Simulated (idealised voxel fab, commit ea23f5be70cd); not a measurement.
Documented hereafter: the process module known as voxel tone inversion.
235 nm wide, 5 nm square cells: that's cross-section cut.
Think of the cross-section as a grid of square cells. We describe it in bands, top to bottom, and each band covers one or more rows of those cells. Top height, bottom height, nm. Materials left to right, width each, nm. Single material + "everywhere" = fills band edge to edge. "blank" = empty. Heights are reckoned from 0. Under this level, the received wafer is all of one material. The bottommost band is open-ended downward, for example "z 0 and below". A width given as "30..40" starts at the first number in the band's top row and ends at the second number in its bottom row, shifting by an equal amount at every step from row to row. Reading "remains unaltered" for a step: not a cell of the cross-section changed in it. "Closed void table" lists enclosed empty spaces (at least 8 cells, no open path upward to the top), each as width x height at distance from the left edge, in nm. Read whatever lies past the settings on a step's line as the simulator's own remark about the step. overlay nm: how far to the right of its planned place the mask lay on this masked step (negative: to the left).

Planned step list for the process
1 RECEIVE (material Si)
2 CONFORMAL_DEP (material SiCN; thk nm 5)
3 DIRECTIONAL_DEP (material aC; thk nm 25)
4 PATTERN (tone cover; mask id POSTS; material resist; width nm 20; pitch nm 45; thk nm 35; overlay nm 0)
5 DIRECTIONAL_ETCH (etch materials aC; depth nm 25)
6 STRIP (etch materials resist)
7 FILL_DEP (material lowk; thk nm 10)
8 CMP (height nm 30)
9 STRIP (etch materials aC)
10 CONFORMAL_DEP (material TiN; thk nm 5)
11 FILL_DEP (material Ru; thk nm 10)
12 CMP (height nm 30)
13 CONFORMAL_DEP (material SiCN; thk nm 5)

The first of two wafers, run as planned

As-received wafer cross-section (after step 1)
* z 0 and below | Si everywhere
* Closed void table: none

The wafer in cross-section once step 2 is complete
* z 5 to 0 | SiCN everywhere
* Everything below 0 is unchanged.

The wafer in cross-section once step 3 is complete
* z 30 to 5 | aC everywhere
* Everything below 5 is unchanged.

The wafer in cross-section once step 4 is complete
* z 65 to 30 | blank=60 / resist=20 / blank=25 / resist=20 / blank=25 / resist=20 / blank=65
* Everything below 30 is unchanged.

The wafer in cross-section once step 5 is complete
* z 40 to 30 | blank=60 / resist=20 / blank=25 / resist=20 / blank=25 / resist=20 / blank=65
* z 30 to 5 | blank=60 / aC=20 / blank=25 / aC=20 / blank=25 / aC=20 / blank=65
* Everything below 5 is unchanged.

The wafer in cross-section once step 6 is complete
* z 30 to 5 | blank=60 / aC=20 / blank=25 / aC=20 / blank=25 / aC=20 / blank=65
* Everything below 5 is unchanged.

The wafer in cross-section once step 7 is complete
* z 40 to 30 | lowk everywhere
* z 30 to 5 | lowk=60 / aC=20 / lowk=25 / aC=20 / lowk=25 / aC=20 / lowk=65
* Everything below 5 is unchanged.

The wafer in cross-section once step 8 is complete
* z 30 to 5 | lowk=60 / aC=20 / lowk=25 / aC=20 / lowk=25 / aC=20 / lowk=65
* Everything below 5 is unchanged.

The wafer in cross-section once step 9 is complete
* z 30 to 5 | lowk=60 / blank=20 / lowk=25 / blank=20 / lowk=25 / blank=20 / lowk=65
* Everything below 5 is unchanged.

The wafer in cross-section once step 10 is complete
* z 35 to 30 | TiN=65 / blank=10 / TiN=35 / blank=10 / TiN=35 / blank=10 / TiN=70
* z 30 to 10 | lowk=60 / TiN=5 / blank=10 / TiN=5 / lowk=25 / TiN=5 / blank=10 / TiN=5 / lowk=25 / TiN=5 / blank=10 / TiN=5 / lowk=65
* z 10 to 5 | lowk=60 / TiN=20 / lowk=25 / TiN=20 / lowk=25 / TiN=20 / lowk=65
* Everything below 5 is unchanged.

The wafer in cross-section once step 11 is complete
* z 45 to 35 | Ru everywhere
* z 35 to 30 | TiN=65 / Ru=10 / TiN=35 / Ru=10 / TiN=35 / Ru=10 / TiN=70
* z 30 to 10 | lowk=60 / TiN=5 / Ru=10 / TiN=5 / lowk=25 / TiN=5 / Ru=10 / TiN=5 / lowk=25 / TiN=5 / Ru=10 / TiN=5 / lowk=65
* Everything below 10 is unchanged.

The wafer in cross-section once step 12 is complete
* z 30 to 10 | lowk=60 / TiN=5 / Ru=10 / TiN=5 / lowk=25 / TiN=5 / Ru=10 / TiN=5 / lowk=25 / TiN=5 / Ru=10 / TiN=5 / lowk=65
* Everything below 10 is unchanged.

The wafer in cross-section once step 13 is complete
* z 35 to 30 | SiCN everywhere
* Everything below 30 is unchanged.

Wafer two. Same start, same plan, one slip in execution. Same as wafer one through step 3, inclusive

Cross-section of the second wafer at the time step 4 of the plan should have ended
* z 65 to 30 | resist=60 / blank=20 / resist=25 / blank=20 / resist=25 / blank=20 / resist=65
* Everything below 30 is unchanged.

Cross-section of the second wafer at the time step 5 of the plan should have ended
* z 40 to 30 | resist=60 / blank=20 / resist=25 / blank=20 / resist=25 / blank=20 / resist=65
* z 30 to 5 | aC=60 / blank=20 / aC=25 / blank=20 / aC=25 / blank=20 / aC=65
* Everything below 5 is unchanged.

Cross-section of the second wafer at the time step 6 of the plan should have ended
* z 30 to 5 | aC=60 / blank=20 / aC=25 / blank=20 / aC=25 / blank=20 / aC=65
* Everything below 5 is unchanged.

Cross-section of the second wafer at the time step 7 of the plan should have ended
* z 40 to 30 | lowk everywhere
* z 30 to 5 | aC=60 / lowk=20 / aC=25 / lowk=20 / aC=25 / lowk=20 / aC=65
* Everything below 5 is unchanged.

Cross-section of the second wafer at the time step 8 of the plan should have ended
* z 30 to 5 | aC=60 / lowk=20 / aC=25 / lowk=20 / aC=25 / lowk=20 / aC=65
* Everything below 5 is unchanged.

Cross-section of the second wafer at the time step 9 of the plan should have ended
* z 30 to 5 | blank=60 / lowk=20 / blank=25 / lowk=20 / blank=25 / lowk=20 / blank=65
* Everything below 5 is unchanged.

Cross-section of the second wafer at the time step 10 of the plan should have ended
* z 35 to 30 | blank=55 / TiN=30 / blank=15 / TiN=30 / blank=15 / TiN=30 / blank=60
* z 30 to 10 | blank=55 / TiN=5 / lowk=20 / TiN=5 / blank=15 / TiN=5 / lowk=20 / TiN=5 / blank=15 / TiN=5 / lowk=20 / TiN=5 / blank=60
* z 10 to 5 | TiN=60 / lowk=20 / TiN=25 / lowk=20 / TiN=25 / lowk=20 / TiN=65
* Everything below 5 is unchanged.

Cross-section of the second wafer at the time step 11 of the plan should have ended
* z 45 to 35 | Ru everywhere
* z 35 to 30 | Ru=55 / TiN=30 / Ru=15 / TiN=30 / Ru=15 / TiN=30 / Ru=60
* z 30 to 10 | Ru=55 / TiN=5 / lowk=20 / TiN=5 / Ru=15 / TiN=5 / lowk=20 / TiN=5 / Ru=15 / TiN=5 / lowk=20 / TiN=5 / Ru=60
* Everything below 10 is unchanged.

Cross-section of the second wafer at the time step 12 of the plan should have ended
* z 30 to 10 | Ru=55 / TiN=5 / lowk=20 / TiN=5 / Ru=15 / TiN=5 / lowk=20 / TiN=5 / Ru=15 / TiN=5 / lowk=20 / TiN=5 / Ru=60
* Everything below 10 is unchanged.

Cross-section of the second wafer at the time step 13 of the plan should have ended
* z 35 to 30 | SiCN everywhere
* Everything below 30 is unchanged.
Here's what went sideways: contrary to plan, step 4 was performed as PATTERN (tone open; mask id POSTS; material resist; width nm 20; pitch nm 45; thk nm 35; overlay nm 0)
Upon completion, the second wafer contains, in terms of cells, a greater or smaller amount of certain materials than the first wafer: Ru: 92 more, TiN: 23 more, lowk: 115 fewer
